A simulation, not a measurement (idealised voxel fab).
Module name: voxel air gaps (process module)
Each square cell in cross-section cut measures 5 nm, and the section as a whole is 280 nm wide.
This document writes a cross-section as a grid whose cells are square, and gives it as bands, listed from the top down; one or more rows of cells form a band.
It is stipulated that each band's entry specify, in nanometres, the height of the top of the band and then that of its bottom, followed by the materials of the band in left-to-right sequence, each together with its width in nanometres. A single material marked by the word "throughout" is understood to fill the band from edge to edge; the word "air" is understood to denote empty space.
Height is counted from the level 0, under which the received wafer is composed throughout of one material. The lowest of the bands is not closed at the bottom but continues downward, in the notation "from 0 down".
Graded width ("30 to 40"): value in top row of band = first number; value in bottom row = second number; row-to-row change constant.
When a step is marked "no change", none of the cells in the cross-section changed during that step.
Basically, "Closed internal voids" tells you about the enclosed voids: empty spaces with no open way to the top, 8 cells or bigger, each written width x height at distance, where distance is from the left edge, all in nm.
Step line, after settings: the simulator's comment on this step.
The line of a step may include "overlay nm". On a step with a mask, this value is how far to the right of its planned place the mask lay. A negative value means the mask lay to the left.
# The following list gives the planned process steps
| 1 | RECEIVE | material Si |
| 2 | CONFORMAL_DEP | material SiO2 | thk nm 10 |
| 3 | CONFORMAL_DEP | material SiN | thk nm 5 |
| 4 | DIRECTIONAL_DEP | material lowk | thk nm 40 |
| 5 | PATTERN | tone open | mask id LINES | material resist | width nm 20 | pitch nm 45 | thk nm 15 | overlay nm 0 |
| 6 | DIRECTIONAL_ETCH | etch materials lowk | depth nm 40 |
| 7 | STRIP | etch materials resist |
| 8 | CONFORMAL_DEP | material TiN | thk nm 5 |
| 9 | FILL_DEP | material Ru | thk nm 10 |
| 10 | CMP | height nm 55 |
| 11 | EPI | material Ru | thk nm 10 |
| 12 | SELECTIVE_ETCH | etch materials lowk | depth nm 50 |
| 13 | CONFORMAL_DEP | material SiCN | thk nm 5 |
# First of two wafers: run as planned
# Cross-sectional view of the wafer in its as-received condition, corresponding to the state after step 1
from 0 down | Si throughout
Closed internal voids: none
# After step 2: wafer cross-section
from 10 to 0 | SiO2 throughout
Below 0, no change.
# After step 3: wafer cross-section
from 15 to 10 | SiN throughout
Below 10, no change.
# After step 4: wafer cross-section
from 55 to 15 | lowk throughout
Below 15, no change.
# After step 5: wafer cross-section
from 70 to 55 | resist 60 nm; air 20 nm; resist 25 nm; air 20 nm; resist 25 nm; air 20 nm; resist 25 nm; air 20 nm; resist 65 nm
Below 55, no change.
# After step 6: wafer cross-section
from 70 to 55 | resist 60 nm; air 20 nm; resist 25 nm; air 20 nm; resist 25 nm; air 20 nm; resist 25 nm; air 20 nm; resist 65 nm
from 55 to 15 | lowk 60 nm; air 20 nm; lowk 25 nm; air 20 nm; lowk 25 nm; air 20 nm; lowk 25 nm; air 20 nm; lowk 65 nm
Below 15, no change.
# After step 7: wafer cross-section
from 55 to 15 | lowk 60 nm; air 20 nm; lowk 25 nm; air 20 nm; lowk 25 nm; air 20 nm; lowk 25 nm; air 20 nm; lowk 65 nm
Below 15, no change.
# After step 8: wafer cross-section
from 60 to 55 | TiN 65 nm; air 10 nm; TiN 35 nm; air 10 nm; TiN 35 nm; air 10 nm; TiN 35 nm; air 10 nm; TiN 70 nm
from 55 to 20 | lowk 60 nm; TiN 5 nm; air 10 nm; TiN 5 nm; lowk 25 nm; TiN 5 nm; air 10 nm; TiN 5 nm; lowk 25 nm; TiN 5 nm; air 10 nm; TiN 5 nm; lowk 25 nm; TiN 5 nm; air 10 nm; TiN 5 nm; lowk 65 nm
from 20 to 15 | lowk 60 nm; TiN 20 nm; lowk 25 nm; TiN 20 nm; lowk 25 nm; TiN 20 nm; lowk 25 nm; TiN 20 nm; lowk 65 nm
Below 15, no change.
# After step 9: wafer cross-section
from 70 to 60 | Ru throughout
from 60 to 55 | TiN 65 nm; Ru 10 nm; TiN 35 nm; Ru 10 nm; TiN 35 nm; Ru 10 nm; TiN 35 nm; Ru 10 nm; TiN 70 nm
from 55 to 20 | lowk 60 nm; TiN 5 nm; Ru 10 nm; TiN 5 nm; lowk 25 nm; TiN 5 nm; Ru 10 nm; TiN 5 nm; lowk 25 nm; TiN 5 nm; Ru 10 nm; TiN 5 nm; lowk 25 nm; TiN 5 nm; Ru 10 nm; TiN 5 nm; lowk 65 nm
Below 20, no change.
# After step 10: wafer cross-section
from 55 to 20 | lowk 60 nm; TiN 5 nm; Ru 10 nm; TiN 5 nm; lowk 25 nm; TiN 5 nm; Ru 10 nm; TiN 5 nm; lowk 25 nm; TiN 5 nm; Ru 10 nm; TiN 5 nm; lowk 25 nm; TiN 5 nm; Ru 10 nm; TiN 5 nm; lowk 65 nm
Below 20, no change.
# After step 11: wafer cross-section
from 65 to 55 | air 50 nm; Ru 40 nm; air 5 nm; Ru 40 nm; air 5 nm; Ru 40 nm; air 5 nm; Ru 40 nm; air 55 nm
Below 55, no change.
# After step 12: wafer cross-section
from 65 to 55 | air 50 nm; Ru 40 nm; air 5 nm; Ru 40 nm; air 5 nm; Ru 40 nm; air 5 nm; Ru 40 nm; air 55 nm
from 55 to 20 | air 60 nm; TiN 5 nm; Ru 10 nm; TiN 5 nm; air 25 nm; TiN 5 nm; Ru 10 nm; TiN 5 nm; air 25 nm; TiN 5 nm; Ru 10 nm; TiN 5 nm; air 25 nm; TiN 5 nm; Ru 10 nm; TiN 5 nm; air 65 nm
from 20 to 15 | air 60 nm; TiN 20 nm; air 25 nm; TiN 20 nm; air 25 nm; TiN 20 nm; air 25 nm; TiN 20 nm; air 65 nm
Below 15, no change.
# After step 13: wafer cross-section
from 70 to 65 | air 45 nm; SiCN 185 nm; air 50 nm
from 65 to 55 | air 45 nm; SiCN 5 nm; Ru 40 nm; SiCN 5 nm; Ru 40 nm; SiCN 5 nm; Ru 40 nm; SiCN 5 nm; Ru 40 nm; SiCN 5 nm; air 50 nm
from 55 to 50 | air 45 nm; SiCN 15 nm; TiN 5 nm; Ru 10 nm; TiN 5 nm; SiCN 25 nm; TiN 5 nm; Ru 10 nm; TiN 5 nm; SiCN 25 nm; TiN 5 nm; Ru 10 nm; TiN 5 nm; SiCN 25 nm; TiN 5 nm; Ru 10 nm; TiN 5 nm; SiCN 15 nm; air 50 nm
from 50 to 20 | air 55 nm; SiCN 5 nm; TiN 5 nm; Ru 10 nm; TiN 5 nm; SiCN 5 nm; air 15 nm; SiCN 5 nm; TiN 5 nm; Ru 10 nm; TiN 5 nm; SiCN 5 nm; air 15 nm; SiCN 5 nm; TiN 5 nm; Ru 10 nm; TiN 5 nm; SiCN 5 nm; air 15 nm; SiCN 5 nm; TiN 5 nm; Ru 10 nm; TiN 5 nm; SiCN 5 nm; air 60 nm
from 20 to 15 | SiCN 60 nm; TiN 20 nm; SiCN 25 nm; TiN 20 nm; SiCN 25 nm; TiN 20 nm; SiCN 25 nm; TiN 20 nm; SiCN 65 nm
Below 15, no change.
Closed internal voids: 15 x 30 at 85; 15 x 30 at 130; 15 x 30 at 175
# Second of two: same start, same plan, one run error; steps up to and including 1 match the first
# Second wafer, cross-section, planned end of step 2
from 5 to 0 | SiN throughout
Below 0, no change.
# Second wafer, cross-section, planned end of step 3
from 15 to 5 | SiO2 throughout
Below 5, no change.
# Second wafer, cross-section, planned end of step 4
from 55 to 15 | lowk throughout
Below 15, no change.
# Second wafer, cross-section, planned end of step 5
from 70 to 55 | resist 60 nm; air 20 nm; resist 25 nm; air 20 nm; resist 25 nm; air 20 nm; resist 25 nm; air 20 nm; resist 65 nm
Below 55, no change.
# Second wafer, cross-section, planned end of step 6
from 70 to 55 | resist 60 nm; air 20 nm; resist 25 nm; air 20 nm; resist 25 nm; air 20 nm; resist 25 nm; air 20 nm; resist 65 nm
from 55 to 15 | lowk 60 nm; air 20 nm; lowk 25 nm; air 20 nm; lowk 25 nm; air 20 nm; lowk 25 nm; air 20 nm; lowk 65 nm
Below 15, no change.
# Second wafer, cross-section, planned end of step 7
from 55 to 15 | lowk 60 nm; air 20 nm; lowk 25 nm; air 20 nm; lowk 25 nm; air 20 nm; lowk 25 nm; air 20 nm; lowk 65 nm
Below 15, no change.
# Second wafer, cross-section, planned end of step 8
from 60 to 55 | TiN 65 nm; air 10 nm; TiN 35 nm; air 10 nm; TiN 35 nm; air 10 nm; TiN 35 nm; air 10 nm; TiN 70 nm
from 55 to 20 | lowk 60 nm; TiN 5 nm; air 10 nm; TiN 5 nm; lowk 25 nm; TiN 5 nm; air 10 nm; TiN 5 nm; lowk 25 nm; TiN 5 nm; air 10 nm; TiN 5 nm; lowk 25 nm; TiN 5 nm; air 10 nm; TiN 5 nm; lowk 65 nm
from 20 to 15 | lowk 60 nm; TiN 20 nm; lowk 25 nm; TiN 20 nm; lowk 25 nm; TiN 20 nm; lowk 25 nm; TiN 20 nm; lowk 65 nm
Below 15, no change.
# Second wafer, cross-section, planned end of step 9
from 70 to 60 | Ru throughout
from 60 to 55 | TiN 65 nm; Ru 10 nm; TiN 35 nm; Ru 10 nm; TiN 35 nm; Ru 10 nm; TiN 35 nm; Ru 10 nm; TiN 70 nm
from 55 to 20 | lowk 60 nm; TiN 5 nm; Ru 10 nm; TiN 5 nm; lowk 25 nm; TiN 5 nm; Ru 10 nm; TiN 5 nm; lowk 25 nm; TiN 5 nm; Ru 10 nm; TiN 5 nm; lowk 25 nm; TiN 5 nm; Ru 10 nm; TiN 5 nm; lowk 65 nm
Below 20, no change.
# Second wafer, cross-section, planned end of step 10
from 55 to 20 | lowk 60 nm; TiN 5 nm; Ru 10 nm; TiN 5 nm; lowk 25 nm; TiN 5 nm; Ru 10 nm; TiN 5 nm; lowk 25 nm; TiN 5 nm; Ru 10 nm; TiN 5 nm; lowk 25 nm; TiN 5 nm; Ru 10 nm; TiN 5 nm; lowk 65 nm
Below 20, no change.
# Second wafer, cross-section, planned end of step 11
from 65 to 55 | air 50 nm; Ru 40 nm; air 5 nm; Ru 40 nm; air 5 nm; Ru 40 nm; air 5 nm; Ru 40 nm; air 55 nm
Below 55, no change.
# Second wafer, cross-section, planned end of step 12
from 65 to 55 | air 50 nm; Ru 40 nm; air 5 nm; Ru 40 nm; air 5 nm; Ru 40 nm; air 5 nm; Ru 40 nm; air 55 nm
from 55 to 20 | air 60 nm; TiN 5 nm; Ru 10 nm; TiN 5 nm; air 25 nm; TiN 5 nm; Ru 10 nm; TiN 5 nm; air 25 nm; TiN 5 nm; Ru 10 nm; TiN 5 nm; air 25 nm; TiN 5 nm; Ru 10 nm; TiN 5 nm; air 65 nm
from 20 to 15 | air 60 nm; TiN 20 nm; air 25 nm; TiN 20 nm; air 25 nm; TiN 20 nm; air 25 nm; TiN 20 nm; air 65 nm
Below 15, no change.
# Second wafer, cross-section, planned end of step 13
from 70 to 65 | air 45 nm; SiCN 185 nm; air 50 nm
from 65 to 55 | air 45 nm; SiCN 5 nm; Ru 40 nm; SiCN 5 nm; Ru 40 nm; SiCN 5 nm; Ru 40 nm; SiCN 5 nm; Ru 40 nm; SiCN 5 nm; air 50 nm
from 55 to 50 | air 45 nm; SiCN 15 nm; TiN 5 nm; Ru 10 nm; TiN 5 nm; SiCN 25 nm; TiN 5 nm; Ru 10 nm; TiN 5 nm; SiCN 25 nm; TiN 5 nm; Ru 10 nm; TiN 5 nm; SiCN 25 nm; TiN 5 nm; Ru 10 nm; TiN 5 nm; SiCN 15 nm; air 50 nm
from 50 to 20 | air 55 nm; SiCN 5 nm; TiN 5 nm; Ru 10 nm; TiN 5 nm; SiCN 5 nm; air 15 nm; SiCN 5 nm; TiN 5 nm; Ru 10 nm; TiN 5 nm; SiCN 5 nm; air 15 nm; SiCN 5 nm; TiN 5 nm; Ru 10 nm; TiN 5 nm; SiCN 5 nm; air 15 nm; SiCN 5 nm; TiN 5 nm; Ru 10 nm; TiN 5 nm; SiCN 5 nm; air 60 nm
from 20 to 15 | SiCN 60 nm; TiN 20 nm; SiCN 25 nm; TiN 20 nm; SiCN 25 nm; TiN 20 nm; SiCN 25 nm; TiN 20 nm; SiCN 65 nm
Below 15, no change.
Closed internal voids: 15 x 30 at 85; 15 x 30 at 130; 15 x 30 at 175
Finding, execution versus plan: swap of plan steps 2 and 3 during execution
Final state: per-material cell counts identical on both wafers; locations differ.
